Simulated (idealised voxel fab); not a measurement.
process module | voxel local oxidation
cross-section cut | 275 nm wide | cells 5 nm
A cross-section is a grid of square cells, given in bands from the top down. A band is one or more rows of cells.
Each band's line starts with the height of the band's top and of its bottom, in nm. Then come its materials from left to right, each with its width in nm. One material with "throughout" fills the band from edge to edge. "air" is empty space.
Height 0 is the level under which the wafer as received is all one material. The lowest band goes on downwards, as in "0 down".
A width such as "30 to 40" changes by the same amount from each row of cells to the next, from the band's top row to its bottom row.
"no change" after a step means that no cell of the cross-section changed.
closed voids: empty space of 8 cells or more with no open way to the top, each as width x height at its distance from the left edge, in nm
after a step's settings: what the simulator itself notes on the step
overlay nm, on a step with a mask: how far to the right of its planned place the mask lay; to the left if negative
plan
1 op RECEIVE | material Si
2 op OXIDIZE | depth nm 5
3 op CONFORMAL_DEP | material SiN | thk nm 15
4 op PATTERN | tone cover | mask id ACTIVE | material resist | width nm 115 | thk nm 20 | overlay nm 0
5 op DIRECTIONAL_ETCH | etch materials SiN | depth nm 15
6 op STRIP | etch materials resist
7 op SELECTIVE_ETCH | etch materials SiO2 | depth nm 5
8 op OXIDIZE | depth nm 10
9 op STRIP | etch materials SiN
varied across the wafers: depth nm of step 7. The plan shows the first wafer's value. All wafers start alike
first wafer as received, after step 1
  0 down: Si throughout
  closed voids: none
first wafer at the end, after step 9
  0 to -5: air 85 | SiO2 105 | air 85
  -5 to -15: SiO2 95 | Si 85 | SiO2 95
  -15 down: Si throughout
  closed voids: none
last wafer at the end
  0 to -5: air 100 | SiO2 75 | air 100
  -5 to -15: SiO2 110 | Si 55 | SiO2 110
  -15 down: Si throughout
  closed voids: none
each wafer at the end: cells of each material gained (+) or lost (-) since it was received, then its closed voids
depth nm 5 | -131 Si | +97 SiO2 | closed voids: none
depth nm 10 | -135 Si | +99 SiO2 | closed voids: none
depth nm 15 | -139 Si | +101 SiO2 | closed voids: none
depth nm 20 | -143 Si | +103 SiO2 | closed voids: none
